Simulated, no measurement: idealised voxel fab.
The following process module bears the name voxel plated lines.
Cross-sectional view cut (width: 255 nm; square cell size: 5 nm).
In this document a cross-section is written as a grid of square cells. It is given as a series of bands, listed from the top down, and a band is one or more rows of cells.
Look at the band entry: it leads with the top's height and the bottom's height in nm. Then it lists the materials left to right, with a width in nm for each. The word "edge to edge" on a single material says that material fills the band edge to edge. The word "blank" is empty space.
For the purposes of this specification, 0 denotes the height below which the wafer in its as-received condition is composed wholly of one material, and the lowermost band, lacking a lower limit, extends downward without end, as expressed in "0 -> down".
You'd read "30..40" like this: the band's top row of cells is as wide as the first number, its bottom row is as wide as the second, and going down, every row changes width by the same amount as the row before did.
Given "no change" for a step, no cell of the cross-section differs between before and after that step.
So "Enclosed void listing" is basically the list of trapped voids: any empty space of 8 cells or more that can't reach the top through an opening. They're written width x height at distance, the distance being from the left edge, and it's all nm.
Step line, after settings: the simulator's comment on this step.
On any step carrying a mask, the "overlay nm" setting, if present on the step's line, tells how far right of its planned place the mask lay; negative values point to the left.

[List of planned process steps]
| 1 | RECEIVE with material Si |
| 2 | CONFORMAL_DEP with material Al2O3, thk nm 15 |
| 3 | DIRECTIONAL_DEP with material TiN, thk nm 5 |
| 4 | PATTERN with tone open, mask id LINES, material resist, width nm 15, pitch nm 40, thk nm 30, overlay nm 0 |
| 5 | EPI with material Ru, thk nm 10 |
| 6 | EPI with material Ru, thk nm 5 |
| 7 | STRIP with etch materials resist |
| 8 | DIRECTIONAL_ETCH with etch materials TiN, depth nm 5 |
| 9 | CONFORMAL_DEP with material SiO2, thk nm 5 |

[Cross-section of the incoming wafer, state after step 1]
  0 -> down: Si edge to edge
  Enclosed void listing: none

[Cross-section at module end, one run error; start and plan unchanged from above]
  40 -> 35: 105 nm SiO2 | 5 nm blank | 35 nm SiO2 | 5 nm blank | 105 nm SiO2
  35 -> 20: 100 nm Ru | 5 nm SiO2 | 5 nm blank | 5 nm SiO2 | 25 nm Ru | 5 nm SiO2 | 5 nm blank | 5 nm SiO2 | 100 nm Ru
  20 -> 15: 100 nm TiN | 15 nm SiO2 | 25 nm TiN | 15 nm SiO2 | 100 nm TiN
  15 -> 0: Al2O3 edge to edge
  0 -> down: Si edge to edge
  Enclosed void listing: none
Heads up, the wafer didn't run the way we planned it: for step 4, the planned setting was not used; the step was instead run as PATTERN with tone cover, mask id LINES, material resist, width nm 15, pitch nm 40, thk nm 30, overlay nm 0
